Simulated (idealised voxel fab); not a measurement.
Process module, titled voxel fin reveal
Displayed cross-section: cut, width of 215 nm, square cells sized 5 nm.
Just so we're on the same page, the cross-sections are grids of square cells, and they're listed out in bands top to bottom, each band one or more rows deep.
Band: top height; bottom height; in nm. Then, left to right: material with width in nm, for each material. "full width": a single material spanning edge to edge. "blank": empty space.
A quick word on heights: they are counted from 0, and under that level the wafer as it came to us is one material throughout. The lowest band is different from the rest in having no bottom; it simply continues downward, written as in "0 down".
A two-number width, for instance "30 to 40", indicates that the width is equal to the first number in the top row of the band and to the second number in the bottom row, and that it changes by a constant amount per row of cells.
Given "remained the same" for a step, no cell of the cross-section differs between before and after that step.
The entry "Closed void entries" lists the empty spaces that cover at least 8 cells and have no open path to the top. Each is written as width x height at distance, where the distance is measured from the left edge and all three values are in nm.
Post-settings text on a step line: simulator's own remark regarding the step.
overlay nm, on a step with a mask: how far to the right of its planned place the mask lay; to the left if negative

List of planned process steps
1,RECEIVE | material Si
2,CONFORMAL_DEP | material SiN | thk nm 10
3,DIRECTIONAL_DEP | material aC | thk nm 10
4,PATTERN | tone cover | mask id FINS | material resist | width nm 15 | pitch nm 40 | thk nm 25 | overlay nm 0
5,DIRECTIONAL_ETCH | etch materials aC | depth nm 10
6,STRIP | etch materials resist
7,DIRECTIONAL_ETCH | etch materials SiN | depth nm 10
8,DIRECTIONAL_ETCH | etch materials Si | depth nm 30
9,STRIP | etch materials aC
10,OXIDIZE | depth nm 5
11,FILL_DEP | material SiO2 | thk nm 10
12,CMP | height nm 10
13,SELECTIVE_ETCH | etch materials SiO2 | depth nm 25
14,STRIP | etch materials SiN

The cross-section here shows the wafer as received, i.e. in its state after step 1
> 0 down | Si full width
> Closed void entries: none

Figure: cross-sectional view of the wafer upon completion of the module, processed from the initial state and according to the plan depicted above, with one error introduced during execution
> 0 to -15 | Si 55 nm / blank 25 nm / Si 15 nm / blank 25 nm / Si 15 nm / blank 25 nm / Si 55 nm
> -15 to -35 | Si 55 nm / SiO2 25 nm / Si 15 nm / SiO2 25 nm / Si 15 nm / SiO2 25 nm / Si 55 nm
> -35 down | Si full width
> Closed void entries: none
So what did we get wrong on this run? for step 4, the planned setting was not used; the step was instead run as PATTERN | tone open | mask id FINS | material resist | width nm 15 | pitch nm 40 | thk nm 25 | overlay nm 0
